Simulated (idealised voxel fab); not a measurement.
This is a process module. Its name is voxel trench capacitor.
This is section cut - it's 275 nm across, gridded in 5 nm square cells.
In what follows, cross-sections appear as grids of square cells, described through bands that run from the top down, where every band is one or more rows of cells.
Basically the band line says how high the top is and how high the bottom is, in nm, and then what's in it from left to right, every material with its width in nm. Empty space shows up as "air", and if a single material carries "everywhere" it runs the full band edge to edge.
Heights are reckoned from 0. Under this level, the received wafer is all of one material. The bottommost band is open-ended downward, for example "z 0 and below".
Read "30->40" as a graded width: first number on top, second number at the bottom, same change between each pair of neighbouring rows.
"no modifications" -> step changed no cross-section cell.
"Trapped void list" enumerates empty spaces isolated from the top, with no open way to it, that contain at least 8 cells, giving each as width x height at distance from the left edge, all three in nm.
Formally, on a step line, whatever follows the settings is a remark that the simulator itself makes on the step.
overlay nm: for a step with a mask, the amount by which the mask lay right of where it was planned; a negative amount means left of it.
LIST OF PLANNED PROCESS STEPS
| 1 | RECEIVE [material Si] |
| 2 | CONFORMAL_DEP [material SiN] [thk nm 10] |
| 3 | PATTERN [tone open] [mask id TRENCH] [material resist] [width nm 20] [pitch nm 50] [thk nm 15] [overlay nm 0] |
| 4 | DIRECTIONAL_ETCH [etch materials SiN] [depth nm 10] |
| 5 | DIRECTIONAL_ETCH [etch materials Si] [depth nm 30] |
| 6 | STRIP [etch materials resist] |
| 7 | CONFORMAL_DEP [material Al2O3] [thk nm 5] |
| 8 | FILL_DEP [material polySi] [thk nm 10] |
| 9 | CMP [height nm 10] |
AS RECEIVED, AFTER STEP 1
z 0 and below = Si everywhere
Trapped void list: none
CROSS-SECTIONAL VIEW OF THE FIRST OF THE TWO WAFERS UPON COMPLETION OF THE MODULE, PROCESSED IN ACCORDANCE WITH THE PLAN
z 10 to 0 = 100 SiN | 5 Al2O3 | 10 polySi | 5 Al2O3 | 30 SiN | 5 Al2O3 | 10 polySi | 5 Al2O3 | 105 SiN
z 0 to -25 = 100 Si | 5 Al2O3 | 10 polySi | 5 Al2O3 | 30 Si | 5 Al2O3 | 10 polySi | 5 Al2O3 | 105 Si
z -25 to -30 = 100 Si | 20 Al2O3 | 30 Si | 20 Al2O3 | 105 Si
z -30 and below = Si everywhere
Trapped void list: none
SO THIS IS WAFER NUMBER TWO OF THE TWO, CUT AT THE END OF THE MODULE - IT STARTED WHERE THE FIRST DID AND HAD THE SAME PLAN, WE JUST GOT ONE THING WRONG RUNNING IT
z 25 to 15 = polySi everywhere
z 15 to 10 = 105 Al2O3 | 10 polySi | 40 Al2O3 | 10 polySi | 110 Al2O3
z 10 to 0 = 100 SiN | 5 Al2O3 | 10 polySi | 5 Al2O3 | 30 SiN | 5 Al2O3 | 10 polySi | 5 Al2O3 | 105 SiN
z 0 to -25 = 100 Si | 5 Al2O3 | 10 polySi | 5 Al2O3 | 30 Si | 5 Al2O3 | 10 polySi | 5 Al2O3 | 105 Si
z -25 to -30 = 100 Si | 20 Al2O3 | 30 Si | 20 Al2O3 | 105 Si
z -30 and below = Si everywhere
Trapped void list: none
The plan and the run diverged here: step 9 of the plan never got run, it was skipped over
Once processing is complete, comparing cell counts shows that the second wafer has more or fewer of certain materials than the first: Al2O3: 51 more | polySi: 114 more
